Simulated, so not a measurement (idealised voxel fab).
Proc. module: voxel transistor to metal
Cross-section cut spans 205 nm and uses square cells 5 nm in size.
This document writes a cross-section as a grid whose cells are square, and gives it as bands, listed from the top down; one or more rows of cells form a band. What a band's entry tells you: where the top is and where the bottom is, as heights in nm, and after that what lies inside, material by material from left to right, each with its width in nm. Empty space is written as the word "air", and a single material marked with the word "full width" occupies the band from edge to edge. The level at which height equals 0 is the one under which the wafer, as it arrives, is entirely one material. No lower edge exists for the bottom band, which continues downward and is notated as in "0 and below". You'd read "30->40" like this: the band's top row of cells is as wide as the first number, its bottom row is as wide as the second, and going down, every row changes width by the same amount as the row before did. Where the words "remained unchanged" appear for a step, the cross-section shows no cell changed by that step; every cell remained as before. Heads up: "Listed closed voids" only lists the empty pockets with no open path to the top that are 8 cells or more, and it writes them as width x height at distance, distance from the left edge, in nm. Text after the settings on a step's line: the simulator's own remark on that step. On any step carrying a mask, the "overlay nm" setting, if present on the step's line, tells how far right of its planned place the mask lay; negative values point to the left.
STEPS IN THE PROCESS PLAN
1) RECEIVE | material Si
2) OXIDIZE | depth nm 5
3) CONFORMAL_DEP | material SiN | thk nm 10
4) DIRECTIONAL_DEP | material aC | thk nm 10
5) PATTERN | tone cover | mask id ACTIVE | material resist | width nm 100 | thk nm 25 | overlay nm 0
6) DIRECTIONAL_ETCH | etch materials aC | depth nm 10
7) STRIP | etch materials resist
8) DIRECTIONAL_ETCH | etch materials SiN | depth nm 10
9) DIRECTIONAL_ETCH | etch materials SiO2 | depth nm 5
10) DIRECTIONAL_ETCH | etch materials Si | depth nm 35
11) STRIP | etch materials aC
12) OXIDIZE | depth nm 5
13) FILL_DEP | material SiO2 | thk nm 5
14) CMP | height nm 10
15) SELECTIVE_ETCH | etch materials SiO2 | depth nm 10
16) STRIP | etch materials SiN
17) SELECTIVE_ETCH | etch materials SiO2 | depth nm 5
18) OXIDIZE | depth nm 5
19) DIRECTIONAL_DEP | material polySi | thk nm 20
20) DIRECTIONAL_DEP | material SiCN | thk nm 15
21) PATTERN | tone cover | mask id GATE | material resist | width nm 30 | thk nm 15 | overlay nm 0
22) DIRECTIONAL_ETCH | etch materials SiCN | depth nm 25
23) DIRECTIONAL_ETCH | etch materials polySi | depth nm 30
24) STRIP | etch materials resist
25) CONFORMAL_DEP | material SiN | thk nm 10
26) DIRECTIONAL_ETCH | etch materials SiN | depth nm 10
27) DIRECTIONAL_ETCH | etch materials SiO2 | depth nm 5
28) DIRECTIONAL_ETCH | etch materials Si | depth nm 10
29) EPI | material nSi | thk nm 15
30) FILL_DEP | material SiO2 | thk nm 5
31) CMP | height nm 15
32) STRIP | etch materials polySi
33) SELECTIVE_ETCH | etch materials SiO2 | depth nm 5
34) CONFORMAL_DEP | material HfO2 | thk nm 5
35) CONFORMAL_DEP | material TiN | thk nm 5
36) FILL_DEP | material W | thk nm 5
37) CMP | height nm 10
38) DIRECTIONAL_DEP | material SiO2 | thk nm 10
39) PATTERN | tone open | mask id CONTACT | material resist | width nm 15 | pitch nm 75 | thk nm 20 | overlay nm 0
40) DIRECTIONAL_ETCH | etch materials SiO2 | depth nm 25
41) STRIP | etch materials resist
42) CONFORMAL_DEP | material TiN | thk nm 5
43) FILL_DEP | material Ru | thk nm 10
44) CMP | height nm 20
45) DIRECTIONAL_DEP | material TiN | thk nm 5
46) DIRECTIONAL_DEP | material Ru | thk nm 20
47) DIRECTIONAL_DEP | material aC | thk nm 10
48) PATTERN | tone cover | mask id METAL_1 | material resist | width nm 15 | pitch nm 75 | thk nm 25 | overlay nm 0
49) DIRECTIONAL_ETCH | etch materials aC | depth nm 10
50) STRIP | etch materials resist
51) DIRECTIONAL_ETCH | etch materials Ru | depth nm 20
52) DIRECTIONAL_ETCH | etch materials TiN | depth nm 5
53) STRIP | etch materials aC
54) CONFORMAL_DEP | material SiN | thk nm 5
55) FILL_DEP | material lowk | thk nm 10
56) CMP | height nm 45
57) CONFORMAL_DEP | material SiCN | thk nm 5
58) DIRECTIONAL_DEP | material lowk | thk nm 30
59) PATTERN | tone open | mask id METAL_2 | material resist | width nm 15 | pitch nm 75 | thk nm 20 | overlay nm 0
60) DIRECTIONAL_ETCH | etch materials lowk | depth nm 15
61) STRIP | etch materials resist
62) PATTERN | tone open | mask id METAL_2_HOLES | material resist | width nm 15 | pitch nm 75 | thk nm 20 | overlay nm 0
63) DIRECTIONAL_ETCH | etch materials lowk | depth nm 15
64) DIRECTIONAL_ETCH | etch materials SiCN | depth nm 5
65) STRIP | etch materials resist
66) CONFORMAL_DEP | material TiN | thk nm 5
67) FILL_DEP | material Ru | thk nm 5
68) CMP | height nm 80
69) CONFORMAL_DEP | material SiN | thk nm 5
What sets these wafers apart? The width nm at step 48. They all start alike, and the plan carries the first wafer's value.
FIRST WAFER OF SEVERAL, AS RECEIVED: CROSS-SECTION AFTER STEP 1
> 0 and below = Si full width
> Listed closed voids: none
AFTER THE MODULE'S FINAL STEP, STEP 69: THE FIRST OF SEVERAL WAFERS IN CROSS-SECTION
> 85 down to 80 = SiN full width
> 80 down to 50 = 55 nm lowk | 5 nm TiN | 5 nm Ru | 5 nm TiN | 60 nm lowk | 5 nm TiN | 5 nm Ru | 5 nm TiN | 60 nm lowk
> 50 down to 45 = 55 nm SiCN | 15 nm TiN | 60 nm SiCN | 15 nm TiN | 60 nm SiCN
> 45 down to 25 = 50 nm lowk | 5 nm SiN | 15 nm Ru | 5 nm SiN | 50 nm lowk | 5 nm SiN | 15 nm Ru | 5 nm SiN | 55 nm lowk
> 25 down to 20 = 55 nm SiN | 15 nm TiN | 60 nm SiN | 15 nm TiN | 60 nm SiN
> 20 down to 10 = 55 nm SiO2 | 5 nm TiN | 5 nm Ru | 5 nm TiN | 60 nm SiO2 | 5 nm TiN | 5 nm Ru | 5 nm TiN | 60 nm SiO2
> 10 down to 5 = 55 nm SiO2 | 15 nm TiN | 5 nm SiO2 | 10 nm SiN | 5 nm HfO2 | 5 nm TiN | 10 nm W | 5 nm TiN | 5 nm HfO2 | 10 nm SiN | 5 nm SiO2 | 15 nm TiN | 60 nm SiO2
> 5 down to 0 = 55 nm SiO2 | 5 nm TiN | 15 nm nSi | 10 nm SiN | 5 nm HfO2 | 5 nm TiN | 10 nm W | 5 nm TiN | 5 nm HfO2 | 10 nm SiN | 15 nm nSi | 5 nm TiN | 60 nm SiO2
> 0 down to -5 = 55 nm SiO2 | 5 nm TiN | 15 nm nSi | 10 nm SiN | 5 nm HfO2 | 20 nm TiN | 5 nm HfO2 | 10 nm SiN | 15 nm nSi | 5 nm TiN | 60 nm SiO2
> -5 down to -10 = 50 nm SiO2 | 25 nm nSi | 5 nm SiO2 | 40 nm HfO2 | 5 nm SiO2 | 25 nm nSi | 55 nm SiO2
> -10 down to -20 = 55 nm SiO2 | 20 nm nSi | 50 nm Si | 20 nm nSi | 60 nm SiO2
> -20 down to -45 = 55 nm SiO2 | 90 nm Si | 60 nm SiO2
> -45 and below = Si full width
> Listed closed voids: none
FINAL WAFER CROSS-SECTION AT MODULE END
> 85 down to 80 = SiN full width
> 80 down to 50 = 55 nm lowk | 5 nm TiN | 5 nm Ru | 5 nm TiN | 60 nm lowk | 5 nm TiN | 5 nm Ru | 5 nm TiN | 60 nm lowk
> 50 down to 45 = 55 nm SiCN | 15 nm TiN | 60 nm SiCN | 15 nm TiN | 60 nm SiCN
> 45 down to 25 = 45 nm lowk | 5 nm SiN | 30 nm Ru | 5 nm SiN | 35 nm lowk | 5 nm SiN | 30 nm Ru | 5 nm SiN | 45 nm lowk
> 25 down to 20 = 50 nm SiN | 30 nm TiN | 45 nm SiN | 30 nm TiN | 50 nm SiN
> 20 down to 10 = 55 nm SiO2 | 5 nm TiN | 5 nm Ru | 5 nm TiN | 60 nm SiO2 | 5 nm TiN | 5 nm Ru | 5 nm TiN | 60 nm SiO2
> 10 down to 5 = 55 nm SiO2 | 15 nm TiN | 5 nm SiO2 | 10 nm SiN | 5 nm HfO2 | 5 nm TiN | 10 nm W | 5 nm TiN | 5 nm HfO2 | 10 nm SiN | 5 nm SiO2 | 15 nm TiN | 60 nm SiO2
> 5 down to 0 = 55 nm SiO2 | 5 nm TiN | 15 nm nSi | 10 nm SiN | 5 nm HfO2 | 5 nm TiN | 10 nm W | 5 nm TiN | 5 nm HfO2 | 10 nm SiN | 15 nm nSi | 5 nm TiN | 60 nm SiO2
> 0 down to -5 = 55 nm SiO2 | 5 nm TiN | 15 nm nSi | 10 nm SiN | 5 nm HfO2 | 20 nm TiN | 5 nm HfO2 | 10 nm SiN | 15 nm nSi | 5 nm TiN | 60 nm SiO2
> -5 down to -10 = 50 nm SiO2 | 25 nm nSi | 5 nm SiO2 | 40 nm HfO2 | 5 nm SiO2 | 25 nm nSi | 55 nm SiO2
> -10 down to -20 = 55 nm SiO2 | 20 nm nSi | 50 nm Si | 20 nm nSi | 60 nm SiO2
> -20 down to -45 = 55 nm SiO2 | 90 nm Si | 60 nm SiO2
> -45 and below = Si full width
> Listed closed voids: none
BELOW, A ROW FOR EVERY WAFER. READ IT AS THE END-OF-MODULE PICTURE: FOR EACH MATERIAL THE WAFER SHOWS ITS CELLS GAINED (+) OR LOST (-) SINCE IT WAS RECEIVED, AND THEN ITS CLOSED VOIDS
width nm 15, +14 HfO2, +40 Ru, -259 Si, +35 SiCN, +104 SiN, +325 SiO2, +62 TiN, +4 W, +334 lowk, +38 nSi, Listed closed voids: none
width nm 20, +14 HfO2, +48 Ru, -259 Si, +35 SiCN, +102 SiN, +325 SiO2, +64 TiN, +4 W, +326 lowk, +38 nSi, Listed closed voids: none
width nm 25, +14 HfO2, +56 Ru, -259 Si, +35 SiCN, +100 SiN, +325 SiO2, +66 TiN, +4 W, +318 lowk, +38 nSi, Listed closed voids: none
width nm 30, +14 HfO2, +64 Ru, -259 Si, +35 SiCN, +98 SiN, +325 SiO2, +68 TiN, +4 W, +310 lowk, +38 nSi, Listed closed voids: none
